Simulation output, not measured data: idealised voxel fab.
Process module heading - voxel capacitor over wiring
Shown is cross-section cut, with a width of 150 nm and square cells of size 5 nm.
A cross-section is written here as square cells arranged in a grid, and it is given in bands from the top down, each band taking up one or more rows of cells.
Top height, bottom height, nm. Materials left to right, width each, nm. Single material + "everywhere" = fills band edge to edge. "blank" = empty.
Note: height 0 marks the level under which the wafer is uniformly one material as received. Lowest band unbounded below, written "0 down".
Width "30->40": first value at the band's top row of cells, second value at its bottom row, equal change from row to row.
It should be understood that the words "all unchanged", when stated for a given step, signify that the cross-section underwent no change in any of its cells during that step.
Voids not open to the top, 8 cells minimum: see "Closed void inventory". Written width x height at distance; distance is from the left edge; nm.
That trailing text on a step's line, after the settings, is the simulator's own remark on the step.
"overlay nm", when on a step's line for a step with a mask, measures how far to the right of its planned place the mask lay; a negative measure means to the left.
**Process steps foreseen in the plan**
1 RECEIVE with material Si
2 CONFORMAL_DEP with material SiO2, thk nm 15
3 CONFORMAL_DEP with material SiN, thk nm 5
4 DIRECTIONAL_DEP with material lowk, thk nm 25
5 PATTERN with tone open, mask id METAL_1, material resist, width nm 25, pitch nm 95, thk nm 20, overlay nm 0
6 DIRECTIONAL_ETCH with etch materials lowk, depth nm 25
7 DIRECTIONAL_ETCH with etch materials SiN, depth nm 5
8 STRIP with etch materials resist
9 CONFORMAL_DEP with material TiN, thk nm 5
10 FILL_DEP with material Cu, thk nm 10
11 CMP with height nm 45
12 CONFORMAL_DEP with material SiCN, thk nm 5
13 DIRECTIONAL_DEP with material lowk, thk nm 20
14 DIRECTIONAL_DEP with material aC, thk nm 15
15 PATTERN with tone open, mask id PLUG_1, material resist, width nm 15, thk nm 35, overlay nm 0
16 DIRECTIONAL_ETCH with etch materials aC, depth nm 15
17 STRIP with etch materials resist
18 DIRECTIONAL_ETCH with etch materials lowk, depth nm 20
19 DIRECTIONAL_ETCH with etch materials SiCN, depth nm 5
20 STRIP with etch materials aC
21 CONFORMAL_DEP with material TiN, thk nm 5
22 FILL_DEP with material Ru, thk nm 10
23 CMP with height nm 70
24 DIRECTIONAL_DEP with material TiN, thk nm 5
25 DIRECTIONAL_DEP with material Al2O3, thk nm 5
26 DIRECTIONAL_DEP with material TiN, thk nm 10
27 DIRECTIONAL_DEP with material aC, thk nm 10
28 PATTERN with tone cover, mask id UPPER_PLATE, material resist, width nm 75, thk nm 30, overlay nm 0
29 DIRECTIONAL_ETCH with etch materials aC, depth nm 10
30 STRIP with etch materials resist
31 DIRECTIONAL_ETCH with etch materials TiN, depth nm 10
32 DIRECTIONAL_ETCH with etch materials Al2O3, depth nm 5
33 STRIP with etch materials aC
34 MASKED_ETCH with tone cover, mask id LOWER_PLATE, width nm 85, etch materials TiN, depth nm 5, overlay nm 0
35 FILL_DEP with material SiO2, thk nm 20
36 CMP with height nm 105
37 DIRECTIONAL_DEP with material aC, thk nm 15
38 PATTERN with tone open, mask id PLUG_2, material resist, width nm 15, thk nm 30, overlay nm 0
39 DIRECTIONAL_ETCH with etch materials aC, depth nm 15
40 STRIP with etch materials resist
41 DIRECTIONAL_ETCH with etch materials SiO2, depth nm 15
42 STRIP with etch materials aC
43 CONFORMAL_DEP with material TiN, thk nm 5
44 FILL_DEP with material Cu, thk nm 10
45 CMP with height nm 105
46 CONFORMAL_DEP with material SiN, thk nm 5
**Wafer cross-section on receipt, i.e. after step 1**
	0 down | Si everywhere
	Closed void inventory: none
**Wafer cross-section at module end: first of two, run to plan**
	110 to 105 | SiN everywhere
	105 to 95 | SiO2: 35  TiN: 5  Cu: 5  TiN: 5  SiO2: 100
	95 to 90 | SiO2: 35  TiN: 15  SiO2: 100
	90 to 80 | SiO2: 25  TiN: 75  SiO2: 50
	80 to 75 | SiO2: 25  Al2O3: 75  SiO2: 50
	75 to 70 | SiO2: 20  TiN: 85  SiO2: 45
	70 to 50 | lowk: 25  TiN: 5  Ru: 5  TiN: 5  lowk: 110
	50 to 45 | SiCN: 25  TiN: 15  SiCN: 110
	45 to 20 | lowk: 15  TiN: 5  Cu: 15  TiN: 5  lowk: 70  TiN: 5  Cu: 15  TiN: 5  lowk: 15
	20 to 15 | SiN: 15  TiN: 25  SiN: 70  TiN: 25  SiN: 15
	15 to 0 | SiO2 everywhere
	0 down | Si everywhere
	Closed void inventory: none
**Cross-section, second wafer: same start as the first, same plan as the first, one mistake in running it; taken at the end of the module**
	110 to 105 | SiN everywhere
	105 to 95 | SiO2: 35  TiN: 5  Cu: 5  TiN: 5  SiO2: 100
	95 to 90 | SiO2: 35  TiN: 15  SiO2: 100
	90 to 80 | SiO2: 25  TiN: 75  SiO2: 50
	80 to 75 | SiO2: 25  Al2O3: 75  SiO2: 50
	75 to 70 | SiO2: 20  TiN: 85  SiO2: 45
	70 to 50 | lowk: 25  TiN: 5  Ru: 5  TiN: 5  lowk: 110
	50 to 45 | SiCN: 25  TiN: 15  SiCN: 110
	45 to 35 | Cu everywhere
	35 to 30 | TiN: 20  Cu: 15  TiN: 80  Cu: 15  TiN: 20
	30 to 5 | lowk: 15  TiN: 5  Cu: 15  TiN: 5  lowk: 70  TiN: 5  Cu: 15  TiN: 5  lowk: 15
	5 to 0 | SiN: 15  TiN: 25  SiN: 70  TiN: 25  SiN: 15
	0 down | Si everywhere
	Closed void inventory: none
Deviation noted in wafer processing: step 2 of the plan: omitted, not performed
The final cell counts differ between the wafers, with the second having more or fewer of some materials than the first: Cu +66; SiO2 -90; TiN +24
